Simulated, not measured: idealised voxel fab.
process module | voxel plated lines
In the cross-section labelled cut, the width is 155 nm and each square cell is 5 nm.
The cross-sections in this document take the form of a grid made of square cells. They are written out as bands, in order from top to bottom. Each band consists of one or more rows of cells. First you get the band's top height and its bottom height, in nm, and then the materials it's made of, left to right, with each width in nm. If you see a single material with "throughout", that one covers the band edge to edge. "air" is empty space. A quick word on heights: they are counted from 0, and under that level the wafer as it came to us is one material throughout. The lowest band is different from the rest in having no bottom; it simply continues downward, written as in "top 0, no bottom". Width spec "30..40" -> top row of cells at first value, bottom row at second value, equal per-row change in between. "remained unchanged", as given for a step, is the statement that not any cell of the cross-section underwent a change during that step. Empty spaces counting at least 8 cells and having no open way to the top are listed in "Entrapped voids". The notation width x height at distance is used for each, the distance being from the left edge and all three values in nm. Text after the settings on a step's line: the simulator's own remark on that step. overlay nm: for a step with a mask, the amount by which the mask lay right of where it was planned; a negative amount means left of it.
plan:
1. RECEIVE (material Si)
2. CONFORMAL_DEP (material SiO2; thk nm 15)
3. DIRECTIONAL_DEP (material TiN; thk nm 5)
4. PATTERN (tone open; mask id LINES; material resist; width nm 25; pitch nm 45; thk nm 35; overlay nm 0)
5. EPI (material Ru; thk nm 10)
6. EPI (material Ru; thk nm 5)
7. EPI (material Ru; thk nm 10)
8. STRIP (etch materials resist)
9. DIRECTIONAL_ETCH (etch materials TiN; depth nm 5)
10. CONFORMAL_DEP (material SiCN; thk nm 5)
Account of the first of two wafers, which was processed as intended:
Cross-sectional view of the wafer in its as-received condition, corresponding to the state after step 1:
top 0, no bottom | Si throughout
Entrapped voids: none
Cross-section: wafer state after step 2:
top 15, bottom 0 | SiO2 throughout
For the remainder of the cross-section, below 0, there is no change.
Cross-section: wafer state after step 3:
top 20, bottom 15 | TiN throughout
For the remainder of the cross-section, below 15, there is no change.
Cross-section: wafer state after step 4:
top 55, bottom 20 | resist=40 / air=25 / resist=20 / air=25 / resist=45
For the remainder of the cross-section, below 20, there is no change.
Cross-section: wafer state after step 5:
top 55, bottom 30 | resist=40 / air=25 / resist=20 / air=25 / resist=45
top 30, bottom 20 | resist=40 / Ru=25 / resist=20 / Ru=25 / resist=45
For the remainder of the cross-section, below 20, there is no change.
Cross-section: wafer state after step 6:
top 55, bottom 35 | resist=40 / air=25 / resist=20 / air=25 / resist=45
top 35, bottom 20 | resist=40 / Ru=25 / resist=20 / Ru=25 / resist=45
For the remainder of the cross-section, below 20, there is no change.
Cross-section: wafer state after step 7:
top 55, bottom 45 | resist=40 / air=25 / resist=20 / air=25 / resist=45
top 45, bottom 20 | resist=40 / Ru=25 / resist=20 / Ru=25 / resist=45
For the remainder of the cross-section, below 20, there is no change.
Cross-section: wafer state after step 8:
top 45, bottom 20 | air=40 / Ru=25 / air=20 / Ru=25 / air=45
For the remainder of the cross-section, below 20, there is no change.
Cross-section: wafer state after step 9:
top 45, bottom 20 | air=40 / Ru=25 / air=20 / Ru=25 / air=45
top 20, bottom 15 | air=40 / TiN=25 / air=20 / TiN=25 / air=45
For the remainder of the cross-section, below 15, there is no change.
Cross-section: wafer state after step 10:
top 50, bottom 45 | air=35 / SiCN=35 / air=10 / SiCN=35 / air=40
top 45, bottom 20 | air=35 / SiCN=5 / Ru=25 / SiCN=5 / air=10 / SiCN=5 / Ru=25 / SiCN=5 / air=40
top 20, bottom 15 | SiCN=40 / TiN=25 / SiCN=20 / TiN=25 / SiCN=45
For the remainder of the cross-section, below 15, there is no change.
Second wafer. Start and plan as for the first. One mistake made in running. Agrees with the first up to and including step 1:
Second wafer profile in section, at the moment step 2 of the plan was meant to be complete:
top 5, bottom 0 | SiO2 throughout
For the remainder of the cross-section, below 0, there is no change.
Second wafer profile in section, at the moment step 3 of the plan was meant to be complete:
top 10, bottom 5 | TiN throughout
For the remainder of the cross-section, below 5, there is no change.
Second wafer profile in section, at the moment step 4 of the plan was meant to be complete:
top 45, bottom 10 | resist=40 / air=25 / resist=20 / air=25 / resist=45
For the remainder of the cross-section, below 10, there is no change.
Second wafer profile in section, at the moment step 5 of the plan was meant to be complete:
top 45, bottom 20 | resist=40 / air=25 / resist=20 / air=25 / resist=45
top 20, bottom 10 | resist=40 / Ru=25 / resist=20 / Ru=25 / resist=45
For the remainder of the cross-section, below 10, there is no change.
Second wafer profile in section, at the moment step 6 of the plan was meant to be complete:
top 45, bottom 25 | resist=40 / air=25 / resist=20 / air=25 / resist=45
top 25, bottom 10 | resist=40 / Ru=25 / resist=20 / Ru=25 / resist=45
For the remainder of the cross-section, below 10, there is no change.
Second wafer profile in section, at the moment step 7 of the plan was meant to be complete:
top 45, bottom 35 | resist=40 / air=25 / resist=20 / air=25 / resist=45
top 35, bottom 10 | resist=40 / Ru=25 / resist=20 / Ru=25 / resist=45
For the remainder of the cross-section, below 10, there is no change.
Second wafer profile in section, at the moment step 8 of the plan was meant to be complete:
top 35, bottom 10 | air=40 / Ru=25 / air=20 / Ru=25 / air=45
For the remainder of the cross-section, below 10, there is no change.
Second wafer profile in section, at the moment step 9 of the plan was meant to be complete:
top 35, bottom 10 | air=40 / Ru=25 / air=20 / Ru=25 / air=45
top 10, bottom 5 | air=40 / TiN=25 / air=20 / TiN=25 / air=45
For the remainder of the cross-section, below 5, there is no change.
Second wafer profile in section, at the moment step 10 of the plan was meant to be complete:
top 40, bottom 35 | air=35 / SiCN=35 / air=10 / SiCN=35 / air=40
top 35, bottom 10 | air=35 / SiCN=5 / Ru=25 / SiCN=5 / air=10 / SiCN=5 / Ru=25 / SiCN=5 / air=40
top 10, bottom 5 | SiCN=40 / TiN=25 / SiCN=20 / TiN=25 / SiCN=45
For the remainder of the cross-section, below 5, there is no change.
What was the processing mistake? step 2 changed vs plan, executed as CONFORMAL_DEP (material SiO2; thk nm 5)
End check, counted in cells, second wafer has more or fewer of these materials than the first: 62 fewer of SiO2
